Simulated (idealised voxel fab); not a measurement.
process module | voxel self aligned contacts
We display cut, a cross-section 235 nm in width whose square cells are each 5 nm.
Bands, listed from the top down, are how a cross-section gets written in this document; the cross-section itself is a grid of square cells, and a band is one or more rows of them.
Top height, bottom height, nm. Materials left to right, width each, nm. Single material + "throughout" = fills band edge to edge. "air" = empty.
Heights are expressed relative to 0, this being the level below which the as-received wafer comprises one material exclusively. The lowest band is unbounded in the downward direction and is denoted as in "0..down".
The expression "30 to 40" gives the width at the extremes of the band, the first number at its top row of cells and the second at its bottom row, with the width changing by equal amounts from each row to the next in between.
It should be understood that the words "same as before", when stated for a given step, signify that the cross-section underwent no change in any of its cells during that step.
If an empty space has no open way to the top and is at least 8 cells in size, "Voids, fully enclosed" lists it, written width x height at distance, where distance is measured from the left edge and every value is in nm.
On a step's line, text after the settings is the simulator commenting on that step.
overlay nm: how far to the right of its planned place the mask lay on this masked step (negative: to the left).

-- The following list gives the planned process steps
- 1: RECEIVE with material Si
- 2: CONFORMAL_DEP with material SiO2, thk nm 5
- 3: DIRECTIONAL_DEP with material polySi, thk nm 30
- 4: DIRECTIONAL_DEP with material SiN, thk nm 20
- 5: DIRECTIONAL_DEP with material aC, thk nm 10
- 6: PATTERN with tone cover, mask id GATE, material resist, width nm 30, pitch nm 65, thk nm 25, overlay nm 0
- 7: DIRECTIONAL_ETCH with etch materials aC, depth nm 10
- 8: STRIP with etch materials resist
- 9: DIRECTIONAL_ETCH with etch materials SiN, depth nm 20
- 10: DIRECTIONAL_ETCH with etch materials polySi, depth nm 20
- 11: STRIP with etch materials aC
- 12: CONFORMAL_DEP with material SiN, thk nm 10
- 13: DIRECTIONAL_ETCH with etch materials SiN, depth nm 10
- 14: FILL_DEP with material SiO2, thk nm 15
- 15: CMP with height nm 65
- 16: PATTERN with tone open, mask id CONTACT, material resist, width nm 45, thk nm 20, overlay nm 0
- 17: DIRECTIONAL_ETCH with etch materials SiO2, depth nm 65
- 18: STRIP with etch materials resist
- 19: CONFORMAL_DEP with material TiN, thk nm 5
- 20: FILL_DEP with material Ru, thk nm 5
- 21: CMP with height nm 65
- 22: CONFORMAL_DEP with material SiN, thk nm 5
Same starting wafers, different depth nm at step 10. Plan value belongs to the first wafer.

-- The first of several wafers, as received after step 1, seen in section
- 0..down = Si throughout
- Voids, fully enclosed: none

-- Cross-section after step 22, the final step of the module, for the first of several wafers
- 70..65 = SiN throughout
- 65..55 = SiO2 95 / TiN 5 to 20 / Ru 35 to 5 / TiN 5 to 20 / SiO2 95
- 55..35 = SiO2 60 / SiN 50 / TiN 5 / Ru 5 / TiN 5 / SiN 50 / SiO2 60
- 35..20 = SiO2 60 / SiN 10 / polySi 30 / SiN 10 / TiN 5 / Ru 5 / TiN 5 / SiN 10 / polySi 30 / SiN 10 / SiO2 60
- 20..15 = SiO2 60 / SiN 10 / polySi 30 / SiN 10 / TiN 15 / SiN 10 / polySi 30 / SiN 10 / SiO2 60
- 15..5 = polySi throughout
- 5..0 = SiO2 throughout
- 0..down = Si throughout
- Voids, fully enclosed: none

-- Showing the last wafer in cross-section at the end of the module
- 70..65 = SiN throughout
- 65..55 = SiO2 95 / TiN 5 to 20 / Ru 35 to 5 / TiN 5 to 20 / SiO2 95
- 55..35 = SiO2 60 / SiN 50 / TiN 5 / Ru 5 / TiN 5 / SiN 50 / SiO2 60
- 35..5 = SiO2 60 / SiN 10 / polySi 30 / SiN 10 / TiN 5 / Ru 5 / TiN 5 / SiN 10 / polySi 30 / SiN 10 / SiO2 60
- 5..0 = SiO2 110 / TiN 15 / SiO2 110
- 0..down = Si throughout
- Voids, fully enclosed: none

-- Per wafer, end of module: cells gained (+) or lost (-) per material since receipt, then closed voids
depth nm 20, +15 Ru, +159 SiN, +315 SiO2, +27 TiN, +142 polySi, Voids, fully enclosed: none
depth nm 25, +16 Ru, +167 SiN, +339 SiO2, +29 TiN, +107 polySi, Voids, fully enclosed: none
depth nm 30, +18 Ru, +175 SiN, +360 SiO2, +33 TiN, +72 polySi, Voids, fully enclosed: none
depth nm 35, +18 Ru, +175 SiN, +360 SiO2, +33 TiN, +72 polySi, Voids, fully enclosed: none
depth nm 40, +18 Ru, +175 SiN, +360 SiO2, +33 TiN, +72 polySi, Voids, fully enclosed: none
depth nm 45, +18 Ru, +175 SiN, +360 SiO2, +33 TiN, +72 polySi, Voids, fully enclosed: none
